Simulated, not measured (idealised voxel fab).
process module | voxel released beams
cross-section cut | 185 nm wide | cells 5 nm
A cross-section is a grid of square cells, given in bands from the top down. A band is one or more rows of cells.
Each band's line starts with the height of the band's top and of its bottom, in nm. Then come its materials from left to right, each with its width in nm. One material with "throughout" fills the band from edge to edge. "air" is empty space.
Height 0 is the level under which the wafer as received is all one material. The lowest band goes on downwards, as in "0 down".
A width such as "30 to 40" changes by the same amount from each row of cells to the next, from the band's top row to its bottom row.
"no change" after a step means that no cell of the cross-section changed.
closed voids: empty space of 8 cells or more with no open way to the top, each as width x height at its distance from the left edge, in nm
after a step's settings: what the simulator itself notes on the step
overlay nm, on a step with a mask: how far to the right of its planned place the mask lay; to the left if negative
plan
1 op RECEIVE | material Si
2 op CONFORMAL_DEP | material Al2O3 | thk nm 10
3 op DIRECTIONAL_DEP | material SiO2 | thk nm 15
4 op DIRECTIONAL_DEP | material aC | thk nm 15
5 op PATTERN | tone open | mask id ANCHOR | material resist | width nm 40 | thk nm 35 | overlay nm 0
6 op DIRECTIONAL_ETCH | etch materials aC | depth nm 15
7 op STRIP | etch materials resist
8 op DIRECTIONAL_ETCH | etch materials SiO2 | depth nm 15
9 op STRIP | etch materials aC
10 op CONFORMAL_DEP | material W | thk nm 15
11 op MASKED_ETCH | tone cover | mask id BEAM | width nm 105 | etch materials W | depth nm 15 | overlay nm 0
12 op STRIP | etch materials SiO2
as received, after step 1
  0 down: Si throughout
  closed voids: none
a wafer at the end: this start, this plan, one mistake
  40 to 25: air 45 | W 10 | air 10 | W 85 | air 35
  25 to 10: air 40 | W 40 | air 105
  10 to 0: Al2O3 throughout
  0 down: Si throughout
  closed voids: none
what went wrong: step 11 ran as: op MASKED_ETCH | tone cover | mask id BEAM | width nm 105 | etch materials W | depth nm 15 | overlay nm 10
